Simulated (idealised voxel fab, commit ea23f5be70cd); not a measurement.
The following is a process module called voxel capacitor over wiring.
The figure presents cross-section cut, which has a width of 230 nm and is divided into square cells with an edge length of 5 nm.
Just so we're on the same page, the cross-sections are grids of square cells, and they're listed out in bands top to bottom, each band one or more rows deep.
Per band: top height and bottom height in nm, followed by the left-to-right materials and their widths in nm; "full width" marks a single material spanning edge to edge, "blank" marks empty space.
Heights are expressed relative to 0, this being the level below which the as-received wafer comprises one material exclusively. The lowest band is unbounded in the downward direction and is denoted as in "z 0 and below".
The expression "30->40" gives the width at the extremes of the band, the first number at its top row of cells and the second at its bottom row, with the width changing by equal amounts from each row to the next in between.
Where the words "everything unchanged" appear for a step, the cross-section shows no cell changed by that step; every cell remained as before.
If an empty space has no open way to the top and is at least 8 cells in size, "closed voids" lists it, written width x height at distance, where distance is measured from the left edge and every value is in nm.
Heads up: the bit after the settings on a step's line is the simulator's remark on that step.
overlay nm: right-of-plan distance of the mask on a masked step; negative values mean left-of-plan.

# Intended process steps
1 RECEIVE (material Si)
2 CONFORMAL_DEP (material SiO2; thk nm 10)
3 CONFORMAL_DEP (material SiN; thk nm 5)
4 DIRECTIONAL_DEP (material SiO2; thk nm 25)
5 DIRECTIONAL_DEP (material aC; thk nm 10)
6 PATTERN (tone open; mask id METAL_1; material resist; width nm 20; pitch nm 90; thk nm 30; overlay nm 0)
7 DIRECTIONAL_ETCH (etch materials aC; depth nm 10)
8 STRIP (etch materials resist)
9 DIRECTIONAL_ETCH (etch materials SiO2; depth nm 25)
10 DIRECTIONAL_ETCH (etch materials SiN; depth nm 5)
11 STRIP (etch materials aC)
12 CONFORMAL_DEP (material TiN; thk nm 5)
13 FILL_DEP (material Cu; thk nm 5)
14 CMP (height nm 40)
15 CONFORMAL_DEP (material SiCN; thk nm 5)
16 DIRECTIONAL_DEP (material lowk; thk nm 20)
17 DIRECTIONAL_DEP (material aC; thk nm 10)
18 PATTERN (tone open; mask id PLUG_1; material resist; width nm 15; thk nm 25; overlay nm 0)
19 DIRECTIONAL_ETCH (etch materials aC; depth nm 10)
20 STRIP (etch materials resist)
21 DIRECTIONAL_ETCH (etch materials lowk; depth nm 20)
22 DIRECTIONAL_ETCH (etch materials SiCN; depth nm 5)
23 STRIP (etch materials aC)
24 CONFORMAL_DEP (material TiN; thk nm 5)
25 FILL_DEP (material W; thk nm 10)
26 CMP (height nm 65)
27 DIRECTIONAL_DEP (material TiN; thk nm 10)
28 DIRECTIONAL_DEP (material HfO2; thk nm 5)
29 DIRECTIONAL_DEP (material TiN; thk nm 5)
30 DIRECTIONAL_DEP (material aC; thk nm 15)
31 PATTERN (tone cover; mask id UPPER_PLATE; material resist; width nm 75; thk nm 35; overlay nm 0)
32 DIRECTIONAL_ETCH (etch materials aC; depth nm 15)
33 STRIP (etch materials resist)
34 DIRECTIONAL_ETCH (etch materials TiN; depth nm 5)
35 DIRECTIONAL_ETCH (etch materials HfO2; depth nm 5)
36 STRIP (etch materials aC)
37 PATTERN (tone cover; mask id LOWER_PLATE; material resist; width nm 85; thk nm 20; overlay nm 0)
38 DIRECTIONAL_ETCH (etch materials TiN; depth nm 10)
39 STRIP (etch materials resist)
40 FILL_DEP (material SiO2; thk nm 15)
41 CMP (height nm 95)
42 MASKED_ETCH (tone open; mask id PLUG_2; width nm 15; etch materials SiO2; depth nm 10; overlay nm 0)
43 CONFORMAL_DEP (material TiN; thk nm 5)
44 FILL_DEP (material W; thk nm 10)
45 CMP (height nm 95)
46 CONFORMAL_DEP (material SiN; thk nm 5)

# Shown in cross-section is the wafer as received, that is, as it stands after step 1
- z 0 and below = Si full width
- closed voids: none

# The cross-section shown corresponds to the wafer at the conclusion of the module. The initial structure and the process plan are those presented above; however, one mistake occurred in executing the plan
- z 100 to 95 = SiN full width
- z 95 to 90 = SiO2 75 nm; TiN 5 nm; W 5 nm; TiN 5 nm; SiO2 140 nm
- z 90 to 80 = SiO2 75->65 nm; TiN 15->75 nm; SiO2 140->90 nm
- z 80 to 75 = SiO2 65 nm; HfO2 75 nm; SiO2 90 nm
- z 75 to 65 = SiO2 60 nm; TiN 85 nm; SiO2 85 nm
- z 65 to 45 = lowk 65 nm; TiN 5 nm; W 10 nm; TiN 5 nm; lowk 145 nm
- z 45 to 40 = SiCN 65 nm; TiN 20 nm; SiCN 145 nm
- z 40 to 15 = SiO2 60 nm; TiN 5 nm; Cu 10 nm; TiN 5 nm; SiO2 70 nm; TiN 5 nm; Cu 10 nm; TiN 5 nm; SiO2 60 nm
- z 15 to 10 = SiN 60 nm; TiN 20 nm; SiN 70 nm; TiN 20 nm; SiN 60 nm
- z 10 to 0 = SiO2 full width
- z 0 and below = Si full width
- closed voids: none
What was done differently from what was planned? step 18 did not use the planned setting and instead ran as PATTERN (tone open; mask id PLUG_1; material resist; width nm 20; thk nm 25; overlay nm 0)
